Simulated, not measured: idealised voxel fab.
A process module follows: voxel transistor to metal.
Section cut is 285 nm wide and gridded with 5 nm square cells.
For the purposes of this document, a cross-section shall be understood as a grid of square cells, specified as bands listed in top-to-bottom order, each band consisting of one or more rows of cells.
Look at the band entry: it leads with the top's height and the bottom's height in nm. Then it lists the materials left to right, with a width in nm for each. The word "everywhere" on a single material says that material fills the band edge to edge. The word "empty" is empty space.
Height is counted from the level 0, under which the received wafer is composed throughout of one material. The lowest of the bands is not closed at the bottom but continues downward, in the notation "0 and below".
The expression "30..40" gives the width at the extremes of the band, the first number at its top row of cells and the second at its bottom row, with the width changing by equal amounts from each row to the next in between.
The cross-section has no changed cell in any step marked "no change".
Entry "Closed void table" = empty spaces >= 8 cells with no open way to the top; each as width x height at distance, distance from left edge, all nm.
Note: text after step settings on the step line = simulator remark on that step.
"overlay nm", when on a step's line for a step with a mask, measures how far to the right of its planned place the mask lay; a negative measure means to the left.
What follows is a series of pairs. Each pair shows a cross-section before one process step and the cross-section after it, and the after view is drawn only down to the lowest band that changed. Beneath each pair is the step that lies between the two, with its settings. Pairs may come from different runs of this module on the same starting wafer, so a pair continues from the one above it only where its entry headed "before" says so.

-- before
	40 down to 20 = polySi everywhere
	20 down to 5 = 15 nm SiO2 / 110 nm SiN / 30 nm SiO2 / 110 nm SiN / 20 nm SiO2
	5 down to 0 = SiO2 everywhere
	0 down to -25 = 15 nm SiO2 / 110 nm Si / 30 nm SiO2 / 110 nm Si / 20 nm SiO2
	-25 and below = Si everywhere
	Closed void table: none

-- Section After Processing
	55 down to 40 = SiCN everywhere
	below 40: unchanged
	Closed void table: none
The structure goes from the before cross-section above to the after cross-section through DIRECTIONAL_DEP | material SiCN | thk nm 15

before: refer to the pair immediately above; the cross-section shown after its step is the state before this one.

-- Section After Processing
	55 down to 40 = 60 nm empty / 20 nm SiCN / 120 nm empty / 20 nm SiCN / 65 nm empty
	below 40: unchanged
	Closed void table: none
The structure goes from the before cross-section above to the after cross-section through MASKED_ETCH | tone cover | mask id GATE | width nm 20 | pitch nm 140 | etch materials SiCN | depth nm 25 | overlay nm 0

before: refer to the pair immediately above; the cross-section shown after its step is the state before this one.

-- Section After Processing
	55 down to 40 = 60 nm empty / 20 nm SiCN / 120 nm empty / 20 nm SiCN / 65 nm empty
	40 down to 20 = 60 nm empty / 20 nm polySi / 120 nm empty / 20 nm polySi / 65 nm empty
	below 20: unchanged
	Closed void table: none
The structure goes from the before cross-section above to the after cross-section through MASKED_ETCH | tone cover | mask id GATE | width nm 20 | pitch nm 140 | etch materials polySi | depth nm 30 | overlay nm 0

before: refer to the pair immediately above; the cross-section shown after its step is the state before this one.

-- Section After Processing
	65 down to 55 = 50 nm empty / 40 nm SiN / 100 nm empty / 40 nm SiN / 55 nm empty
	55 down to 40 = 50 nm empty / 10 nm SiN / 20 nm SiCN / 10 nm SiN / 100 nm empty / 10 nm SiN / 20 nm SiCN / 10 nm SiN / 55 nm empty
	40 down to 30 = 50 nm empty / 10 nm SiN / 20 nm polySi / 10 nm SiN / 100 nm empty / 10 nm SiN / 20 nm polySi / 10 nm SiN / 55 nm empty
	30 down to 20 = 60 nm SiN / 20 nm polySi / 120 nm SiN / 20 nm polySi / 65 nm SiN
	below 20: unchanged
	Closed void table: none
The structure goes from the before cross-section above to the after cross-section through CONFORMAL_DEP | material SiN | thk nm 10

before: refer to the pair immediately above; the cross-section shown after its step is the state before this one.

-- Section After Processing
	55 down to 40 = 50 nm empty / 10 nm SiN / 20 nm SiCN / 10 nm SiN / 100 nm empty / 10 nm SiN / 20 nm SiCN / 10 nm SiN / 55 nm empty
	40 down to 20 = 50 nm empty / 10 nm SiN / 20 nm polySi / 10 nm SiN / 100 nm empty / 10 nm SiN / 20 nm polySi / 10 nm SiN / 55 nm empty
	below 20: unchanged
	Closed void table: none
The structure goes from the before cross-section above to the after cross-section through DIRECTIONAL_ETCH | etch materials SiN | depth nm 10

before: refer to the pair immediately above; the cross-section shown after its step is the state before this one.

-- Section After Processing
	55 down to 40 = 50 nm empty / 10 nm SiN / 20 nm SiCN / 10 nm SiN / 100 nm empty / 10 nm SiN / 20 nm SiCN / 10 nm SiN / 55 nm empty
	40 down to 20 = 50 nm empty / 10 nm SiN / 20 nm polySi / 10 nm SiN / 100 nm empty / 10 nm SiN / 20 nm polySi / 10 nm SiN / 55 nm empty
	20 down to 15 = 15 nm empty / 110 nm SiN / 30 nm empty / 110 nm SiN / 20 nm empty
	below 15: unchanged
	Closed void table: none
The structure goes from the before cross-section above to the after cross-section through DIRECTIONAL_ETCH | etch materials SiO2 | depth nm 5

before: refer to the pair immediately above; the cross-section shown after its step is the state before this one.

-- Section After Processing
	60 down to 55 = SiO2 everywhere
	55 down to 40 = 50 nm SiO2 / 10 nm SiN / 20 nm SiCN / 10 nm SiN / 100 nm SiO2 / 10 nm SiN / 20 nm SiCN / 10 nm SiN / 55 nm SiO2
	40 down to 20 = 50 nm SiO2 / 10 nm SiN / 20 nm polySi / 10 nm SiN / 100 nm SiO2 / 10 nm SiN / 20 nm polySi / 10 nm SiN / 55 nm SiO2
	20 down to 5 = 15 nm SiO2 / 110 nm SiN / 30 nm SiO2 / 110 nm SiN / 20 nm SiO2
	below 5: unchanged
	Closed void table: none
The structure goes from the before cross-section above to the after cross-section through FILL_DEP | material SiO2 | thk nm 5

before: refer to the pair immediately above; the cross-section shown after its step is the state before this one.

-- Section After Processing
	35 down to 20 = 50 nm SiO2 / 10 nm SiN / 20 nm polySi / 10 nm SiN / 100 nm SiO2 / 10 nm SiN / 20 nm polySi / 10 nm SiN / 55 nm SiO2
	below 20: unchanged
	Closed void table: none
The structure goes from the before cross-section above to the after cross-section through CMP | height nm 35

before: refer to the pair immediately above; the cross-section shown after its step is the state before this one.

-- Section After Processing
	50 down to 35 = SiO2 everywhere
	below 35: unchanged
	Closed void table: none
The structure goes from the before cross-section above to the after cross-section through DIRECTIONAL_DEP | material SiO2 | thk nm 15

before: refer to the pair immediately above; the cross-section shown after its step is the state before this one.

-- Section After Processing
	65 down to 50 = aC everywhere
	below 50: unchanged
	Closed void table: none
The structure goes from the before cross-section above to the after cross-section through DIRECTIONAL_DEP | material aC | thk nm 15

before: refer to the pair immediately above; the cross-section shown after its step is the state before this one.

-- Section After Processing
	95 down to 65 = 25 nm resist / 20 nm empty / 50 nm resist / 20 nm empty / 50 nm resist / 20 nm empty / 50 nm resist / 20 nm empty / 30 nm resist
	below 65: unchanged
	Closed void table: none
The structure goes from the before cross-section above to the after cross-section through PATTERN | tone open | mask id CONTACT | material resist | width nm 20 | pitch nm 70 | thk nm 30 | overlay nm 0

before: refer to the pair immediately above; the cross-section shown after its step is the state before this one.

-- Section After Processing
	80 down to 65 = 25 nm resist / 20 nm empty / 50 nm resist / 20 nm empty / 50 nm resist / 20 nm empty / 50 nm resist / 20 nm empty / 30 nm resist
	65 down to 50 = 25 nm aC / 20 nm empty / 50 nm aC / 20 nm empty / 50 nm aC / 20 nm empty / 50 nm aC / 20 nm empty / 30 nm aC
	below 50: unchanged
	Closed void table: none
The structure goes from the before cross-section above to the after cross-section through DIRECTIONAL_ETCH | etch materials aC | depth nm 15

before: refer to the pair immediately above; the cross-section shown after its step is the state before this one.

-- Section After Processing
	65 down to 50 = 25 nm aC / 20 nm empty / 50 nm aC / 20 nm empty / 50 nm aC / 20 nm empty / 50 nm aC / 20 nm empty / 30 nm aC
	below 50: unchanged
	Closed void table: none
The structure goes from the before cross-section above to the after cross-section through STRIP | etch materials resist

before: refer to the pair immediately above; the cross-section shown after its step is the state before this one.

-- Section After Processing
	65 down to 50 = 25 nm aC / 20 nm empty / 50 nm aC / 20 nm empty / 50 nm aC / 20 nm empty / 50 nm aC / 20 nm empty / 30 nm aC
	50 down to 35 = 25 nm SiO2 / 20 nm empty / 50 nm SiO2 / 20 nm empty / 50 nm SiO2 / 20 nm empty / 50 nm SiO2 / 20 nm empty / 30 nm SiO2
	35 down to 20 = 25 nm SiO2 / 20 nm empty / 5 nm SiO2 / 10 nm SiN / 20 nm polySi / 10 nm SiN / 5 nm SiO2 / 20 nm empty / 50 nm SiO2 / 20 nm empty / 5 nm SiO2 / 10 nm SiN / 20 nm polySi / 10 nm SiN / 5 nm SiO2 / 20 nm empty / 30 nm SiO2
	below 20: unchanged
	Closed void table: none
The structure goes from the before cross-section above to the after cross-section through DIRECTIONAL_ETCH | etch materials SiO2 | depth nm 50

before: refer to the pair immediately above; the cross-section shown after its step is the state before this one.

-- Section After Processing
	50 down to 35 = 25 nm SiO2 / 20 nm empty / 50 nm SiO2 / 20 nm empty / 50 nm SiO2 / 20 nm empty / 50 nm SiO2 / 20 nm empty / 30 nm SiO2
	below 35: unchanged
	Closed void table: none
The structure goes from the before cross-section above to the after cross-section through STRIP | etch materials aC

before: refer to the pair immediately above; the cross-section shown after its step is the state before this one.

-- Section After Processing
	55 down to 50 = 30 nm TiN / 10 nm empty / 60 nm TiN / 10 nm empty / 60 nm TiN / 10 nm empty / 60 nm TiN / 10 nm empty / 35 nm TiN
	50 down to 35 = 25 nm SiO2 / 5 nm TiN / 10 nm empty / 5 nm TiN / 50 nm SiO2 / 5 nm TiN / 10 nm empty / 5 nm TiN / 50 nm SiO2 / 5 nm TiN / 10 nm empty / 5 nm TiN / 50 nm SiO2 / 5 nm TiN / 10 nm empty / 5 nm TiN / 30 nm SiO2
	35 down to 25 = 25 nm SiO2 / 5 nm TiN / 10 nm empty / 5 nm TiN / 5 nm SiO2 / 10 nm SiN / 20 nm polySi / 10 nm SiN / 5 nm SiO2 / 5 nm TiN / 10 nm empty / 5 nm TiN / 50 nm SiO2 / 5 nm TiN / 10 nm empty / 5 nm TiN / 5 nm SiO2 / 10 nm SiN / 20 nm polySi / 10 nm SiN / 5 nm SiO2 / 5 nm TiN / 10 nm empty / 5 nm TiN / 30 nm SiO2
	25 down to 20 = 25 nm SiO2 / 20 nm TiN / 5 nm SiO2 / 10 nm SiN / 20 nm polySi / 10 nm SiN / 5 nm SiO2 / 20 nm TiN / 50 nm SiO2 / 20 nm TiN / 5 nm SiO2 / 10 nm SiN / 20 nm polySi / 10 nm SiN / 5 nm SiO2 / 20 nm TiN / 30 nm SiO2
	below 20: unchanged
	Closed void table: none
The structure goes from the before cross-section above to the after cross-section through CONFORMAL_DEP | material TiN | thk nm 5

before: refer to the pair immediately above; the cross-section shown after its step is the state before this one.

-- Section After Processing
	60 down to 55 = Ru everywhere
	55 down to 50 = 30 nm TiN / 10 nm Ru / 60 nm TiN / 10 nm Ru / 60 nm TiN / 10 nm Ru / 60 nm TiN / 10 nm Ru / 35 nm TiN
	50 down to 35 = 25 nm SiO2 / 5 nm TiN / 10 nm Ru / 5 nm TiN / 50 nm SiO2 / 5 nm TiN / 10 nm Ru / 5 nm TiN / 50 nm SiO2 / 5 nm TiN / 10 nm Ru / 5 nm TiN / 50 nm SiO2 / 5 nm TiN / 10 nm Ru / 5 nm TiN / 30 nm SiO2
	35 down to 25 = 25 nm SiO2 / 5 nm TiN / 10 nm Ru / 5 nm TiN / 5 nm SiO2 / 10 nm SiN / 20 nm polySi / 10 nm SiN / 5 nm SiO2 / 5 nm TiN / 10 nm Ru / 5 nm TiN / 50 nm SiO2 / 5 nm TiN / 10 nm Ru / 5 nm TiN / 5 nm SiO2 / 10 nm SiN / 20 nm polySi / 10 nm SiN / 5 nm SiO2 / 5 nm TiN / 10 nm Ru / 5 nm TiN / 30 nm SiO2
	below 25: unchanged
	Closed void table: none
The structure goes from the before cross-section above to the after cross-section through FILL_DEP | material Ru | thk nm 5

before: refer to the pair immediately above; the cross-section shown after its step is the state before this one.

-- Section After Processing
	50 down to 35 = 25 nm SiO2 / 5 nm TiN / 10 nm Ru / 5 nm TiN / 50 nm SiO2 / 5 nm TiN / 10 nm Ru / 5 nm TiN / 50 nm SiO2 / 5 nm TiN / 10 nm Ru / 5 nm TiN / 50 nm SiO2 / 5 nm TiN / 10 nm Ru / 5 nm TiN / 30 nm SiO2
	below 35: unchanged
	Closed void table: none
The structure goes from the before cross-section above to the after cross-section through CMP | height nm 50

before: refer to the pair immediately above; the cross-section shown after its step is the state before this one.

-- Section After Processing
	55 down to 50 = TiN everywhere
	below 50: unchanged
	Closed void table: none
The structure goes from the before cross-section above to the after cross-section through DIRECTIONAL_DEP | material TiN | thk nm 5

before: refer to the pair immediately above; the cross-section shown after its step is the state before this one.

-- Section After Processing
	80 down to 55 = W everywhere
	below 55: unchanged
	Closed void table: none
The structure goes from the before cross-section above to the after cross-section through DIRECTIONAL_DEP | material W | thk nm 25

before: refer to the pair immediately above; the cross-section shown after its step is the state before this one.

-- Section After Processing
	100 down to 80 = 25 nm empty / 20 nm resist / 50 nm empty / 20 nm resist / 50 nm empty / 20 nm resist / 50 nm empty / 20 nm resist / 30 nm empty
	below 80: unchanged
	Closed void table: none
The structure goes from the before cross-section above to the after cross-section through PATTERN | tone cover | mask id METAL_1 | material resist | width nm 20 | pitch nm 70 | thk nm 20 | overlay nm 0

before: refer to the pair immediately above; the cross-section shown after its step is the state before this one.

-- Section After Processing
	100 down to 80 = 25 nm empty / 20 nm resist / 50 nm empty / 20 nm resist / 50 nm empty / 20 nm resist / 50 nm empty / 20 nm resist / 30 nm empty
	80 down to 55 = 25 nm empty / 20 nm W / 50 nm empty / 20 nm W / 50 nm empty / 20 nm W / 50 nm empty / 20 nm W / 30 nm empty
	below 55: unchanged
	Closed void table: none
The structure goes from the before cross-section above to the after cross-section through DIRECTIONAL_ETCH | etch materials W | depth nm 25

before: refer to the pair immediately above; the cross-section shown after its step is the state before this one.

-- Section After Processing
	100 down to 80 = 25 nm empty / 20 nm resist / 50 nm empty / 20 nm resist / 50 nm empty / 20 nm resist / 50 nm empty / 20 nm resist / 30 nm empty
	80 down to 55 = 25 nm empty / 20 nm W / 50 nm empty / 20 nm W / 50 nm empty / 20 nm W / 50 nm empty / 20 nm W / 30 nm empty
	55 down to 50 = 25 nm empty / 20 nm TiN / 50 nm empty / 20 nm TiN / 50 nm empty / 20 nm TiN / 50 nm empty / 20 nm TiN / 30 nm empty
	below 50: unchanged
	Closed void table: none
The structure goes from the before cross-section above to the after cross-section through DIRECTIONAL_ETCH | etch materials TiN | depth nm 5

before: refer to the pair immediately above; the cross-section shown after its step is the state before this one.

-- Section After Processing
	80 down to 55 = 25 nm empty / 20 nm W / 50 nm empty / 20 nm W / 50 nm empty / 20 nm W / 50 nm empty / 20 nm W / 30 nm empty
	below 55: unchanged
	Closed void table: none
The structure goes from the before cross-section above to the after cross-section through STRIP | etch materials resist

before: refer to the pair immediately above; the cross-section shown after its step is the state before this one.

-- Section After Processing
	85 down to 80 = 20 nm empty / 30 nm SiN / 40 nm empty / 30 nm SiN / 40 nm empty / 30 nm SiN / 40 nm empty / 30 nm SiN / 25 nm empty
	80 down to 55 = 20 nm empty / 5 nm SiN / 20 nm W / 5 nm SiN / 40 nm empty / 5 nm SiN / 20 nm W / 5 nm SiN / 40 nm empty / 5 nm SiN / 20 nm W / 5 nm SiN / 40 nm empty / 5 nm SiN / 20 nm W / 5 nm SiN / 25 nm empty
	55 down to 50 = 25 nm SiN / 20 nm TiN / 50 nm SiN / 20 nm TiN / 50 nm SiN / 20 nm TiN / 50 nm SiN / 20 nm TiN / 30 nm SiN
	below 50: unchanged
	Closed void table: none
The structure goes from the before cross-section above to the after cross-section through CONFORMAL_DEP | material SiN | thk nm 5

before: refer to the pair immediately above; the cross-section shown after its step is the state before this one.

-- Section After Processing
	90 down to 85 = lowk everywhere
	85 down to 80 = 20 nm lowk / 30 nm SiN / 40 nm lowk / 30 nm SiN / 40 nm lowk / 30 nm SiN / 40 nm lowk / 30 nm SiN / 25 nm lowk
	80 down to 55 = 20 nm lowk / 5 nm SiN / 20 nm W / 5 nm SiN / 40 nm lowk / 5 nm SiN / 20 nm W / 5 nm SiN / 40 nm lowk / 5 nm SiN / 20 nm W / 5 nm SiN / 40 nm lowk / 5 nm SiN / 20 nm W / 5 nm SiN / 25 nm lowk
	below 55: unchanged
	Closed void table: none
The structure goes from the before cross-section above to the after cross-section through FILL_DEP | material lowk | thk nm 5

before: refer to the pair immediately above; the cross-section shown after its step is the state before this one.

-- Section After Processing
	80 down to 55 = 20 nm lowk / 5 nm SiN / 20 nm W / 5 nm SiN / 40 nm lowk / 5 nm SiN / 20 nm W / 5 nm SiN / 40 nm lowk / 5 nm SiN / 20 nm W / 5 nm SiN / 40 nm lowk / 5 nm SiN / 20 nm W / 5 nm SiN / 25 nm lowk
	below 55: unchanged
	Closed void table: none
The structure goes from the before cross-section above to the after cross-section through CMP | height nm 80

before: refer to the pair immediately above; the cross-section shown after its step is the state before this one.

-- Section After Processing
	85 down to 80 = SiCN everywhere
	below 80: unchanged
	Closed void table: none
The structure goes from the before cross-section above to the after cross-section through CONFORMAL_DEP | material SiCN | thk nm 5

-- before
	50 down to 35 = SiO2 everywhere
	35 down to 20 = 50 nm SiO2 / 10 nm SiN / 20 nm SiCN / 10 nm SiN / 100 nm SiO2 / 10 nm SiN / 20 nm SiCN / 10 nm SiN / 55 nm SiO2
	20 down to 5 = 50 nm SiO2 / 10 nm SiN / 20 nm polySi / 10 nm SiN / 100 nm SiO2 / 10 nm SiN / 20 nm polySi / 10 nm SiN / 55 nm SiO2
	5 down to 0 = 10 nm SiO2 / 10 nm SiN / 10 nm nSi / 10 nm SiO2 / 10 nm nSi / 10 nm SiN / 20 nm polySi / 10 nm SiN / 10 nm nSi / 10 nm SiO2 / 10 nm nSi / 10 nm SiN / 20 nm SiO2 / 10 nm SiN / 10 nm nSi / 10 nm SiO2 / 10 nm nSi / 10 nm SiN / 20 nm polySi / 10 nm SiN / 10 nm nSi / 10 nm SiO2 / 10 nm nSi / 10 nm SiN / 15 nm SiO2
	0 down to -5 = 20 nm SiO2 / 30 nm nSi / 40 nm SiO2 / 30 nm nSi / 40 nm SiO2 / 30 nm nSi / 40 nm SiO2 / 30 nm nSi / 25 nm SiO2
	-5 down to -10 = 15 nm SiO2 / 5 nm Si / 30 nm nSi / 40 nm Si / 30 nm nSi / 5 nm Si / 30 nm SiO2 / 5 nm Si / 30 nm nSi / 40 nm Si / 30 nm nSi / 5 nm Si / 20 nm SiO2
	-10 down to -25 = 15 nm SiO2 / 110 nm Si / 30 nm SiO2 / 110 nm Si / 20 nm SiO2
	-25 and below = Si everywhere
	Closed void table: none

-- Section After Processing
	65 down to 35 = SiO2 everywhere
	below 35: unchanged
	Closed void table: none
The structure goes from the before cross-section above to the after cross-section through DIRECTIONAL_DEP | material SiO2 | thk nm 15

before: refer to the pair immediately above; the cross-section shown after its step is the state before this one.

-- Section After Processing
	80 down to 65 = aC everywhere
	below 65: unchanged
	Closed void table: none
The structure goes from the before cross-section above to the after cross-section through DIRECTIONAL_DEP | material aC | thk nm 15

before: refer to the pair immediately above; the cross-section shown after its step is the state before this one.

-- Section After Processing
	110 down to 80 = 25 nm resist / 20 nm empty / 50 nm resist / 20 nm empty / 50 nm resist / 20 nm empty / 50 nm resist / 20 nm empty / 30 nm resist
	below 80: unchanged
	Closed void table: none
The structure goes from the before cross-section above to the after cross-section through PATTERN | tone open | mask id CONTACT | material resist | width nm 20 | pitch nm 70 | thk nm 30 | overlay nm 0

before: refer to the pair immediately above; the cross-section shown after its step is the state before this one.

-- Section After Processing
	95 down to 80 = 25 nm resist / 20 nm empty / 50 nm resist / 20 nm empty / 50 nm resist / 20 nm empty / 50 nm resist / 20 nm empty / 30 nm resist
	80 down to 65 = 25 nm aC / 20 nm empty / 50 nm aC / 20 nm empty / 50 nm aC / 20 nm empty / 50 nm aC / 20 nm empty / 30 nm aC
	below 65: unchanged
	Closed void table: none
The structure goes from the before cross-section above to the after cross-section through DIRECTIONAL_ETCH | etch materials aC | depth nm 15

before: refer to the pair immediately above; the cross-section shown after its step is the state before this one.

-- Section After Processing
	80 down to 65 = 25 nm aC / 20 nm empty / 50 nm aC / 20 nm empty / 50 nm aC / 20 nm empty / 50 nm aC / 20 nm empty / 30 nm aC
	below 65: unchanged
	Closed void table: none
The structure goes from the before cross-section above to the after cross-section through STRIP | etch materials resist

before: refer to the pair immediately above; the cross-section shown after its step is the state before this one.

-- Section After Processing
	80 down to 65 = 25 nm aC / 20 nm empty / 50 nm aC / 20 nm empty / 50 nm aC / 20 nm empty / 50 nm aC / 20 nm empty / 30 nm aC
	65 down to 35 = 25 nm SiO2 / 20 nm empty / 50 nm SiO2 / 20 nm empty / 50 nm SiO2 / 20 nm empty / 50 nm SiO2 / 20 nm empty / 30 nm SiO2
	35 down to 20 = 25 nm SiO2 / 20 nm empty / 5 nm SiO2 / 10 nm SiN / 20 nm SiCN / 10 nm SiN / 5 nm SiO2 / 20 nm empty / 50 nm SiO2 / 20 nm empty / 5 nm SiO2 / 10 nm SiN / 20 nm SiCN / 10 nm SiN / 5 nm SiO2 / 20 nm empty / 30 nm SiO2
	20 down to 15 = 25 nm SiO2 / 20 nm empty / 5 nm SiO2 / 10 nm SiN / 20 nm polySi / 10 nm SiN / 5 nm SiO2 / 20 nm empty / 50 nm SiO2 / 20 nm empty / 5 nm SiO2 / 10 nm SiN / 20 nm polySi / 10 nm SiN / 5 nm SiO2 / 20 nm empty / 30 nm SiO2
	below 15: unchanged
	Closed void table: none
The structure goes from the before cross-section above to the after cross-section through DIRECTIONAL_ETCH | etch materials SiO2 | depth nm 50

before: refer to the pair immediately above; the cross-section shown after its step is the state before this one.

-- Section After Processing
	65 down to 35 = 25 nm SiO2 / 20 nm empty / 50 nm SiO2 / 20 nm empty / 50 nm SiO2 / 20 nm empty / 50 nm SiO2 / 20 nm empty / 30 nm SiO2
	below 35: unchanged
	Closed void table: none
The structure goes from the before cross-section above to the after cross-section through STRIP | etch materials aC

before: refer to the pair immediately above; the cross-section shown after its step is the state before this one.

-- Section After Processing
	70 down to 65 = 30 nm TiN / 10 nm empty / 60 nm TiN / 10 nm empty / 60 nm TiN / 10 nm empty / 60 nm TiN / 10 nm empty / 35 nm TiN
	65 down to 35 = 25 nm SiO2 / 5 nm TiN / 10 nm empty / 5 nm TiN / 50 nm SiO2 / 5 nm TiN / 10 nm empty / 5 nm TiN / 50 nm SiO2 / 5 nm TiN / 10 nm empty / 5 nm TiN / 50 nm SiO2 / 5 nm TiN / 10 nm empty / 5 nm TiN / 30 nm SiO2
	35 down to 20 = 25 nm SiO2 / 5 nm TiN / 10 nm empty / 5 nm TiN / 5 nm SiO2 / 10 nm SiN / 20 nm SiCN / 10 nm SiN / 5 nm SiO2 / 5 nm TiN / 10 nm empty / 5 nm TiN / 50 nm SiO2 / 5 nm TiN / 10 nm empty / 5 nm TiN / 5 nm SiO2 / 10 nm SiN / 20 nm SiCN / 10 nm SiN / 5 nm SiO2 / 5 nm TiN / 10 nm empty / 5 nm TiN / 30 nm SiO2
	20 down to 15 = 25 nm SiO2 / 20 nm TiN / 5 nm SiO2 / 10 nm SiN / 20 nm polySi / 10 nm SiN / 5 nm SiO2 / 20 nm TiN / 50 nm SiO2 / 20 nm TiN / 5 nm SiO2 / 10 nm SiN / 20 nm polySi / 10 nm SiN / 5 nm SiO2 / 20 nm TiN / 30 nm SiO2
	below 15: unchanged
	Closed void table: none
The structure goes from the before cross-section above to the after cross-section through CONFORMAL_DEP | material TiN | thk nm 5

before: refer to the pair immediately above; the cross-section shown after its step is the state before this one.

-- Section After Processing
	75 down to 70 = Ru everywhere
	70 down to 65 = 30 nm TiN / 10 nm Ru / 60 nm TiN / 10 nm Ru / 60 nm TiN / 10 nm Ru / 60 nm TiN / 10 nm Ru / 35 nm TiN
	65 down to 35 = 25 nm SiO2 / 5 nm TiN / 10 nm Ru / 5 nm TiN / 50 nm SiO2 / 5 nm TiN / 10 nm Ru / 5 nm TiN / 50 nm SiO2 / 5 nm TiN / 10 nm Ru / 5 nm TiN / 50 nm SiO2 / 5 nm TiN / 10 nm Ru / 5 nm TiN / 30 nm SiO2
	35 down to 20 = 25 nm SiO2 / 5 nm TiN / 10 nm Ru / 5 nm TiN / 5 nm SiO2 / 10 nm SiN / 20 nm SiCN / 10 nm SiN / 5 nm SiO2 / 5 nm TiN / 10 nm Ru / 5 nm TiN / 50 nm SiO2 / 5 nm TiN / 10 nm Ru / 5 nm TiN / 5 nm SiO2 / 10 nm SiN / 20 nm SiCN / 10 nm SiN / 5 nm SiO2 / 5 nm TiN / 10 nm Ru / 5 nm TiN / 30 nm SiO2
	below 20: unchanged
	Closed void table: none
The structure goes from the before cross-section above to the after cross-section through FILL_DEP | material Ru | thk nm 5

before: refer to the pair immediately above; the cross-section shown after its step is the state before this one.

-- Section After Processing
	50 down to 35 = 25 nm SiO2 / 5 nm TiN / 10 nm Ru / 5 nm TiN / 50 nm SiO2 / 5 nm TiN / 10 nm Ru / 5 nm TiN / 50 nm SiO2 / 5 nm TiN / 10 nm Ru / 5 nm TiN / 50 nm SiO2 / 5 nm TiN / 10 nm Ru / 5 nm TiN / 30 nm SiO2
	below 35: unchanged
	Closed void table: none
The structure goes from the before cross-section above to the after cross-section through CMP | height nm 50

before: refer to the pair immediately above; the cross-section shown after its step is the state before this one.

-- Section After Processing
	55 down to 50 = TiN everywhere
	below 50: unchanged
	Closed void table: none
The structure goes from the before cross-section above to the after cross-section through DIRECTIONAL_DEP | material TiN | thk nm 5

before: refer to the pair immediately above; the cross-section shown after its step is the state before this one.

-- Section After Processing
	80 down to 55 = W everywhere
	below 55: unchanged
	Closed void table: none
The structure goes from the before cross-section above to the after cross-section through DIRECTIONAL_DEP | material W | thk nm 25

before: refer to the pair immediately above; the cross-section shown after its step is the state before this one.

-- Section After Processing
	100 down to 80 = 25 nm empty / 20 nm resist / 50 nm empty / 20 nm resist / 50 nm empty / 20 nm resist / 50 nm empty / 20 nm resist / 30 nm empty
	below 80: unchanged
	Closed void table: none
The structure goes from the before cross-section above to the after cross-section through PATTERN | tone cover | mask id METAL_1 | material resist | width nm 20 | pitch nm 70 | thk nm 20 | overlay nm 0

before: refer to the pair immediately above; the cross-section shown after its step is the state before this one.

-- Section After Processing
	100 down to 80 = 25 nm empty / 20 nm resist / 50 nm empty / 20 nm resist / 50 nm empty / 20 nm resist / 50 nm empty / 20 nm resist / 30 nm empty
	80 down to 55 = 25 nm empty / 20 nm W / 50 nm empty / 20 nm W / 50 nm empty / 20 nm W / 50 nm empty / 20 nm W / 30 nm empty
	below 55: unchanged
	Closed void table: none
The structure goes from the before cross-section above to the after cross-section through DIRECTIONAL_ETCH | etch materials W | depth nm 25

before: refer to the pair immediately above; the cross-section shown after its step is the state before this one.

-- Section After Processing
	100 down to 80 = 25 nm empty / 20 nm resist / 50 nm empty / 20 nm resist / 50 nm empty / 20 nm resist / 50 nm empty / 20 nm resist / 30 nm empty
	80 down to 55 = 25 nm empty / 20 nm W / 50 nm empty / 20 nm W / 50 nm empty / 20 nm W / 50 nm empty / 20 nm W / 30 nm empty
	55 down to 50 = 25 nm empty / 20 nm TiN / 50 nm empty / 20 nm TiN / 50 nm empty / 20 nm TiN / 50 nm empty / 20 nm TiN / 30 nm empty
	below 50: unchanged
	Closed void table: none
The structure goes from the before cross-section above to the after cross-section through DIRECTIONAL_ETCH | etch materials TiN | depth nm 5

before: refer to the pair immediately above; the cross-section shown after its step is the state before this one.

-- Section After Processing
	80 down to 55 = 25 nm empty / 20 nm W / 50 nm empty / 20 nm W / 50 nm empty / 20 nm W / 50 nm empty / 20 nm W / 30 nm empty
	below 55: unchanged
	Closed void table: none
The structure goes from the before cross-section above to the after cross-section through STRIP | etch materials resist

before: refer to the pair immediately above; the cross-section shown after its step is the state before this one.

-- Section After Processing
	85 down to 80 = 20 nm empty / 30 nm SiN / 40 nm empty / 30 nm SiN / 40 nm empty / 30 nm SiN / 40 nm empty / 30 nm SiN / 25 nm empty
	80 down to 55 = 20 nm empty / 5 nm SiN / 20 nm W / 5 nm SiN / 40 nm empty / 5 nm SiN / 20 nm W / 5 nm SiN / 40 nm empty / 5 nm SiN / 20 nm W / 5 nm SiN / 40 nm empty / 5 nm SiN / 20 nm W / 5 nm SiN / 25 nm empty
	55 down to 50 = 25 nm SiN / 20 nm TiN / 50 nm SiN / 20 nm TiN / 50 nm SiN / 20 nm TiN / 50 nm SiN / 20 nm TiN / 30 nm SiN
	below 50: unchanged
	Closed void table: none
The structure goes from the before cross-section above to the after cross-section through CONFORMAL_DEP | material SiN | thk nm 5

before: refer to the pair immediately above; the cross-section shown after its step is the state before this one.

-- Section After Processing
	90 down to 85 = lowk everywhere
	85 down to 80 = 20 nm lowk / 30 nm SiN / 40 nm lowk / 30 nm SiN / 40 nm lowk / 30 nm SiN / 40 nm lowk / 30 nm SiN / 25 nm lowk
	80 down to 55 = 20 nm lowk / 5 nm SiN / 20 nm W / 5 nm SiN / 40 nm lowk / 5 nm SiN / 20 nm W / 5 nm SiN / 40 nm lowk / 5 nm SiN / 20 nm W / 5 nm SiN / 40 nm lowk / 5 nm SiN / 20 nm W / 5 nm SiN / 25 nm lowk
	below 55: unchanged
	Closed void table: none
The structure goes from the before cross-section above to the after cross-section through FILL_DEP | material lowk | thk nm 5

before: refer to the pair immediately above; the cross-section shown after its step is the state before this one.

-- Section After Processing
	80 down to 55 = 20 nm lowk / 5 nm SiN / 20 nm W / 5 nm SiN / 40 nm lowk / 5 nm SiN / 20 nm W / 5 nm SiN / 40 nm lowk / 5 nm SiN / 20 nm W / 5 nm SiN / 40 nm lowk / 5 nm SiN / 20 nm W / 5 nm SiN / 25 nm lowk
	below 55: unchanged
	Closed void table: none
The structure goes from the before cross-section above to the after cross-section through CMP | height nm 80

before: refer to the pair immediately above; the cross-section shown after its step is the state before this one.

-- Section After Processing
	85 down to 80 = SiCN everywhere
	below 80: unchanged
	Closed void table: none
The structure goes from the before cross-section above to the after cross-section through CONFORMAL_DEP | material SiCN | thk nm 5
